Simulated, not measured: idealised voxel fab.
This is a process module. Its name is voxel wiring stack.
For reference, the cross-section in this document is cut, with width 150 nm and square cells of 5 nm.
For the purposes of this document, a cross-section shall be understood as a grid of square cells, specified as bands listed in top-to-bottom order, each band consisting of one or more rows of cells.
Quick guide to a band line: top height, bottom height (nm) up front; then every material left to right with its width in nm. Only one material and it's marked "all across"? Then it fills the band edge to edge. And "air" just means empty space.
Heights are expressed relative to 0, this being the level below which the as-received wafer comprises one material exclusively. The lowest band is unbounded in the downward direction and is denoted as in "0 -> down".
Per-row width for "30->40": begins at first number (top row of band), ends at second number (bottom row), increment between rows held constant.
The designation "remained the same", where it is given for a processing step, indicates that no cell of the cross-section was altered in the course of that step.
Entry "Sealed void list". Content: empty spaces with no open connection to the top, size 8 cells or greater. Each: width x height at distance. Distance: from left edge. Unit: nm.
What comes after the settings on a step's line is commentary from the simulator itself on that step.
The line of a step may include "overlay nm". On a step with a mask, this value is how far to the right of its planned place the mask lay. A negative value means the mask lay to the left.
Planned process steps
1) RECEIVE [material Si]
2) CONFORMAL_DEP [material SiO2] [thk nm 15]
3) CONFORMAL_DEP [material SiCN] [thk nm 5]
4) DIRECTIONAL_DEP [material SiO2] [thk nm 15]
5) DIRECTIONAL_DEP [material aC] [thk nm 10]
6) PATTERN [tone open] [mask id METAL_1] [material resist] [width nm 25] [pitch nm 40] [thk nm 25] [overlay nm 0]
7) DIRECTIONAL_ETCH [etch materials aC] [depth nm 10]
8) STRIP [etch materials resist]
9) DIRECTIONAL_ETCH [etch materials SiO2] [depth nm 15]
10) DIRECTIONAL_ETCH [etch materials SiCN] [depth nm 5]
11) STRIP [etch materials aC]
12) CONFORMAL_DEP [material TiN] [thk nm 5]
13) FILL_DEP [material Cu] [thk nm 5]
14) CMP [height nm 35]
15) CONFORMAL_DEP [material SiCN] [thk nm 5]
16) DIRECTIONAL_DEP [material lowk] [thk nm 30]
17) DIRECTIONAL_DEP [material aC] [thk nm 15]
18) PATTERN [tone open] [mask id METAL_2] [material resist] [width nm 25] [pitch nm 40] [thk nm 30] [overlay nm 0]
19) DIRECTIONAL_ETCH [etch materials aC] [depth nm 15]
20) STRIP [etch materials resist]
21) DIRECTIONAL_ETCH [etch materials lowk] [depth nm 15]
22) STRIP [etch materials aC]
23) MASKED_ETCH [tone open] [mask id METAL_2_HOLES] [width nm 15] [pitch nm 80] [etch materials lowk] [depth nm 15] [overlay nm 0]
24) MASKED_ETCH [tone open] [mask id METAL_2_HOLES] [width nm 15] [pitch nm 80] [etch materials SiCN] [depth nm 5] [overlay nm 0]
25) CONFORMAL_DEP [material TiN] [thk nm 5]
26) FILL_DEP [material Ru] [thk nm 10]
27) CMP [height nm 70]
28) CONFORMAL_DEP [material SiN] [thk nm 5]
Cross-sectional view of the wafer in its as-received condition, corresponding to the state after step 1
    0 -> down  Si all across
    Sealed void list: none
First of two wafers at the end of the module, shown in cross-section; run carried out as planned
    75 -> 70  SiN all across
    70 -> 60  20 nm lowk | 5 nm TiN | 15 nm Ru | 5 nm TiN | 15 nm lowk | 5 nm TiN | 15 nm Ru | 5 nm TiN | 15 nm lowk | 5 nm TiN | 15 nm Ru | 5 nm TiN | 25 nm lowk
    60 -> 55  20 nm lowk | 5 nm TiN | 5 nm Ru | 15 nm TiN | 15 nm lowk | 25 nm TiN | 15 nm lowk | 5 nm TiN | 5 nm Ru | 15 nm TiN | 25 nm lowk
    55 -> 40  20 nm lowk | 5 nm TiN | 5 nm Ru | 5 nm TiN | 65 nm lowk | 5 nm TiN | 5 nm Ru | 5 nm TiN | 35 nm lowk
    40 -> 35  20 nm SiCN | 15 nm TiN | 65 nm SiCN | 15 nm TiN | 35 nm SiCN
    35 -> 20  20 nm SiO2 | 5 nm TiN | 15 nm Cu | 5 nm TiN | 15 nm SiO2 | 5 nm TiN | 15 nm Cu | 5 nm TiN | 15 nm SiO2 | 5 nm TiN | 15 nm Cu | 5 nm TiN | 25 nm SiO2
    20 -> 15  20 nm SiCN | 25 nm TiN | 15 nm SiCN | 25 nm TiN | 15 nm SiCN | 25 nm TiN | 25 nm SiCN
    15 -> 0  SiO2 all across
    0 -> down  Si all across
    Sealed void list: none
Second wafer through the module, sectioned at the end: same beginning and same plan as the first wafer, with one mistake in carrying it out
    90 -> 85  SiN all across
    85 -> 75  Ru all across
    75 -> 70  25 nm TiN | 15 nm Ru | 25 nm TiN | 15 nm Ru | 25 nm TiN | 15 nm Ru | 30 nm TiN
    70 -> 60  20 nm lowk | 5 nm TiN | 15 nm Ru | 5 nm TiN | 15 nm lowk | 5 nm TiN | 15 nm Ru | 5 nm TiN | 15 nm lowk | 5 nm TiN | 15 nm Ru | 5 nm TiN | 25 nm lowk
    60 -> 55  20 nm lowk | 5 nm TiN | 5 nm Ru | 15 nm TiN | 15 nm lowk | 25 nm TiN | 15 nm lowk | 5 nm TiN | 5 nm Ru | 15 nm TiN | 25 nm lowk
    55 -> 40  20 nm lowk | 5 nm TiN | 5 nm Ru | 5 nm TiN | 65 nm lowk | 5 nm TiN | 5 nm Ru | 5 nm TiN | 35 nm lowk
    40 -> 35  20 nm SiCN | 15 nm TiN | 65 nm SiCN | 15 nm TiN | 35 nm SiCN
    35 -> 20  20 nm SiO2 | 5 nm TiN | 15 nm Cu | 5 nm TiN | 15 nm SiO2 | 5 nm TiN | 15 nm Cu | 5 nm TiN | 15 nm SiO2 | 5 nm TiN | 15 nm Cu | 5 nm TiN | 25 nm SiO2
    20 -> 15  20 nm SiCN | 25 nm TiN | 15 nm SiCN | 25 nm TiN | 15 nm SiCN | 25 nm TiN | 25 nm SiCN
    15 -> 0  SiO2 all across
    0 -> down  Si all across
    Sealed void list: none
Against the plan, the run slipped here: heads up, step 27 of the plan was skipped and never actually ran
The second wafer ends with more or fewer cells of some materials than the first, per final count: Ru +69 | TiN +21
